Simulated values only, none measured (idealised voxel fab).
The process module presented herein is designated voxel ribs on slabs.
It is cross-section cut that appears here, measuring 195 nm in width, its square cells being 5 nm in size.
Just so we're on the same page, the cross-sections are grids of square cells, and they're listed out in bands top to bottom, each band one or more rows deep. Heights first: top, then bottom, in nm. Then materials, left to right, each with a width in nm. "all across" on a single material: fills the band edge to edge. "empty": empty space. For the purposes of this specification, 0 denotes the height below which the wafer in its as-received condition is composed wholly of one material, and the lowermost band, lacking a lower limit, extends downward without end, as expressed in "0 nm and below". The notation "30..40" denotes a width that varies across the rows of cells in the band, beginning at the first number in the top row, finishing at the second number in the bottom row, and changing by an identical amount from each row to the next. Basically "nothing got changed" means that step didn't change any cell in the cross-section. The entry titled "Catalogued sealed voids" provides the empty spaces that have no open way to the top, restricted to those of 8 cells or more. Each is presented as width x height at distance, the distance being measured from the left edge, with all three in nm. It should be noted that, on the line of a given step, the content following the step's settings is a remark produced by the simulator itself with respect to that step. For masked steps, "overlay nm" on the step line gives how far right of plan the mask actually lay; a minus sign means it lay to the left.

Process steps foreseen in the plan:
- 1: RECEIVE with material Si
- 2: DIRECTIONAL_DEP with material SiO2, thk nm 25
- 3: DIRECTIONAL_DEP with material polySi, thk nm 20
- 4: MASKED_ETCH with tone cover, mask id RIB, width nm 15, etch materials polySi, depth nm 15, overlay nm 0
- 5: DIRECTIONAL_DEP with material aC, thk nm 15
- 6: PATTERN with tone cover, mask id SLAB, material resist, width nm 65, thk nm 35, overlay nm 0
- 7: DIRECTIONAL_ETCH with etch materials aC, depth nm 15
- 8: STRIP with etch materials resist
- 9: DIRECTIONAL_ETCH with etch materials polySi, depth nm 5
- 10: STRIP with etch materials aC
- 11: FILL_DEP with material SiO2, thk nm 20
- 12: CMP with height nm 55
- 13: DIRECTIONAL_DEP with material TiN, thk nm 5
- 14: PATTERN with tone cover, mask id HEATER, material resist, width nm 25, thk nm 20, overlay nm 0
- 15: DIRECTIONAL_ETCH with etch materials TiN, depth nm 5
- 16: STRIP with etch materials resist
- 17: CONFORMAL_DEP with material SiN, thk nm 5

Cross-section, incoming material, after step 1:
    0 nm and below  Si all across
    Catalogued sealed voids: none

The first of the two wafers as seen in cross-section once the module was finished; processing followed the plan:
    65 nm to 60 nm  empty 80 nm; SiN 35 nm; empty 80 nm
    60 nm to 55 nm  SiN 85 nm; TiN 25 nm; SiN 85 nm
    55 nm to 45 nm  SiO2 all across
    45 nm to 30 nm  SiO2 90 nm; polySi 15 nm; SiO2 90 nm
    30 nm to 25 nm  SiO2 65 nm; polySi 65 nm; SiO2 65 nm
    25 nm to 0 nm  SiO2 all across
    0 nm and below  Si all across
    Catalogued sealed voids: none

Cross-section of the latter of the two wafers at module completion. It had an identical start and an identical plan to the former; in running it, one mistake was made:
    65 nm to 60 nm  empty 80 nm; SiN 35 nm; empty 80 nm
    60 nm to 55 nm  SiN 85 nm; TiN 25 nm; SiN 85 nm
    55 nm to 45 nm  SiO2 all across
    45 nm to 40 nm  SiO2 65 nm; polySi 25 nm; SiO2 15 nm; polySi 25 nm; SiO2 65 nm
    40 nm to 30 nm  polySi 90 nm; SiO2 15 nm; polySi 90 nm
    30 nm to 25 nm  polySi all across
    25 nm to 0 nm  SiO2 all across
    0 nm and below  Si all across
    Catalogued sealed voids: none
In executing the process, a mistake was made relative to the plan: step 4 changed vs plan, executed as MASKED_ETCH with tone open, mask id RIB, width nm 15, etch materials polySi, depth nm 15, overlay nm 0
Bottom line after processing is that, in cells, the second wafer is up or down on some materials versus the first: SiO2 -99; polySi +99
